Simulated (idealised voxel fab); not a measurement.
Herein follows the process module entitled voxel local oxidation.
It is cross-section cut that appears here, measuring 295 nm in width, its square cells being 5 nm in size.
This document writes a cross-section as a grid whose cells are square, and gives it as bands, listed from the top down; one or more rows of cells form a band. Per band: top height and bottom height in nm, followed by the left-to-right materials and their widths in nm; "edge to edge" marks a single material spanning edge to edge, "air" marks empty space. We count height from 0. Below that, the starting wafer is all one material. The lowest band never ends at the bottom but goes on down; see "0 -> down" for how that is written. You'd read "30->40" like this: the band's top row of cells is as wide as the first number, its bottom row is as wide as the second, and going down, every row changes width by the same amount as the row before did. Step note "no alteration" = no cross-section cell changed. So "Closed void listing" is basically the list of trapped voids: any empty space of 8 cells or more that can't reach the top through an opening. They're written width x height at distance, the distance being from the left edge, and it's all nm. Where a step's line continues beyond its settings, the continuation is a remark by the simulator itself on that step. The setting "overlay nm" may be written on the line of a step. When the step uses a mask, the value reports how far to the right of the planned place the mask lay, and a negative value reports that it lay to the left.

Process steps (planned):
- 1: RECEIVE with material Si
- 2: CONFORMAL_DEP with material SiO2, thk nm 5
- 3: CONFORMAL_DEP with material SiN, thk nm 15
- 4: PATTERN with tone cover, mask id ACTIVE, material resist, width nm 120, thk nm 15, overlay nm 0
- 5: DIRECTIONAL_ETCH with etch materials SiN, depth nm 15
- 6: STRIP with etch materials resist
- 7: SELECTIVE_ETCH with etch materials SiO2, depth nm 5
- 8: OXIDIZE with depth nm 10
- 9: STRIP with etch materials SiN

The first of two wafers, run as planned:

Incoming wafer in cross-section (state: after step 1):
    0 -> down = Si edge to edge
    Closed void listing: none

So this is the wafer cross-section right after step 2:
    5 -> 0 = SiO2 edge to edge
    Below a height of 0, the structure has not been altered.

So this is the wafer cross-section right after step 3:
    20 -> 5 = SiN edge to edge
    Below a height of 5, the structure has not been altered.

So this is the wafer cross-section right after step 4:
    35 -> 20 = air 85 nm, then resist 120 nm, then air 90 nm
    Below a height of 20, the structure has not been altered.

So this is the wafer cross-section right after step 5:
    35 -> 20 = air 85 nm, then resist 120 nm, then air 90 nm
    20 -> 5 = air 85 nm, then SiN 120 nm, then air 90 nm
    Below a height of 5, the structure has not been altered.

So this is the wafer cross-section right after step 6:
    20 -> 5 = air 85 nm, then SiN 120 nm, then air 90 nm
    Below a height of 5, the structure has not been altered.

So this is the wafer cross-section right after step 7:
    20 -> 5 = air 85 nm, then SiN 120 nm, then air 90 nm
    5 -> 0 = air 90 nm, then SiO2 110 nm, then air 95 nm
    Below a height of 0, the structure has not been altered.

So this is the wafer cross-section right after step 8:
    20 -> 5 = air 85 nm, then SiN 120 nm, then air 90 nm
    5 -> 0 = air 90 nm, then SiO2 110 nm, then air 95 nm
    0 -> -10 = SiO2 100 nm, then Si 90 nm, then SiO2 105 nm
    Below a height of -10, the structure has not been altered.

So this is the wafer cross-section right after step 9:
    5 -> 0 = air 90 nm, then SiO2 110 nm, then air 95 nm
    Below a height of 0, the structure has not been altered.

The Second Wafer: Common Origin and Plan, One Mistake in Execution, Identical to the First Through Step 1:

Second wafer, section view, time point: scheduled end of step 2: no alteration

Second wafer, section view, time point: scheduled end of step 3:
    15 -> 0 = SiN edge to edge
    Below a height of 0, the structure has not been altered.

Second wafer, section view, time point: scheduled end of step 4:
    30 -> 15 = air 85 nm, then resist 120 nm, then air 90 nm
    Below a height of 15, the structure has not been altered.

Second wafer, section view, time point: scheduled end of step 5:
    30 -> 15 = air 85 nm, then resist 120 nm, then air 90 nm
    15 -> 0 = air 85 nm, then SiN 120 nm, then air 90 nm
    Below a height of 0, the structure has not been altered.

Second wafer, section view, time point: scheduled end of step 6:
    15 -> 0 = air 85 nm, then SiN 120 nm, then air 90 nm
    Below a height of 0, the structure has not been altered.

Second wafer, section view, time point: scheduled end of step 7: no alteration

Second wafer, section view, time point: scheduled end of step 8:
    15 -> 0 = air 85 nm, then SiN 120 nm, then air 90 nm
    0 -> -10 = SiO2 95 nm, then Si 100 nm, then SiO2 100 nm
    Below a height of -10, the structure has not been altered.

Second wafer, section view, time point: scheduled end of step 9:
    0 -> -10 = SiO2 95 nm, then Si 100 nm, then SiO2 100 nm
    Below a height of -10, the structure has not been altered.
Want to know what went wrong? plan step 2: skipped, not run
At the finish, the second wafer shows more or fewer cells for some materials than the first does: Si: 4 more | SiO2: 26 fewer
